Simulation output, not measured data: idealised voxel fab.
process module | voxel double patterning
cross-section cut | 230 nm wide | cells 5 nm
A cross-section is a grid of square cells, given in bands from the top down. A band is one or more rows of cells.
Each band's line starts with the height of the band's top and of its bottom, in nm. Then come its materials from left to right, each with its width in nm. One material with "throughout" fills the band from edge to edge. "air" is empty space.
Height 0 is the level under which the wafer as received is all one material. The lowest band goes on downwards, as in "0 down".
A width such as "30 to 40" changes by the same amount from each row of cells to the next, from the band's top row to its bottom row.
"no change" after a step means that no cell of the cross-section changed.
closed voids: empty space of 8 cells or more with no open way to the top, each as width x height at its distance from the left edge, in nm
after a step's settings: what the simulator itself notes on the step
overlay nm, on a step with a mask: how far to the right of its planned place the mask lay; to the left if negative
plan
1 op RECEIVE | material Si
2 op CONFORMAL_DEP | material SiO2 | thk nm 5
3 op DIRECTIONAL_DEP | material TiN | thk nm 20
4 op DIRECTIONAL_DEP | material SiCN | thk nm 10
5 op MASKED_ETCH | tone open | mask id FIRST | width nm 15 | pitch nm 50 | etch materials SiCN | depth nm 5 | overlay nm 0
6 op DIRECTIONAL_DEP | material aC | thk nm 10
7 op PATTERN | tone open | mask id SECOND | material resist | width nm 15 | pitch nm 50 | thk nm 25 | overlay nm 0
8 op DIRECTIONAL_ETCH | etch materials aC | depth nm 10
9 op STRIP | etch materials resist
10 op DIRECTIONAL_ETCH | etch materials SiCN | depth nm 10
11 op STRIP | etch materials aC
12 op DIRECTIONAL_ETCH | etch materials TiN | depth nm 20
13 op STRIP | etch materials SiCN
varied across the wafers: depth nm of step 5. The plan shows the first wafer's value. All wafers start alike
first wafer as received, after step 1
  0 down: Si throughout
  closed voids: none
first wafer at the end, after step 13
  25 to 5: TiN 80 | air 15 | TiN 35 | air 15 | TiN 85
  5 to 0: SiO2 throughout
  0 down: Si throughout
  closed voids: none
last wafer at the end
  25 to 5: TiN 55 | air 15 | TiN 10 | air 15 | TiN 10 | air 15 | TiN 10 | air 15 | TiN 10 | air 15 | TiN 60
  5 to 0: SiO2 throughout
  0 down: Si throughout
  closed voids: none
each wafer at the end: cells of each material gained (+) or lost (-) since it was received, then its closed voids
depth nm 5 | +46 SiO2 | +160 TiN | closed voids: none
depth nm 10 | +46 SiO2 | +124 TiN | closed voids: none
depth nm 15 | +46 SiO2 | +124 TiN | closed voids: none
depth nm 20 | +46 SiO2 | +124 TiN | closed voids: none
depth nm 25 | +46 SiO2 | +124 TiN | closed voids: none
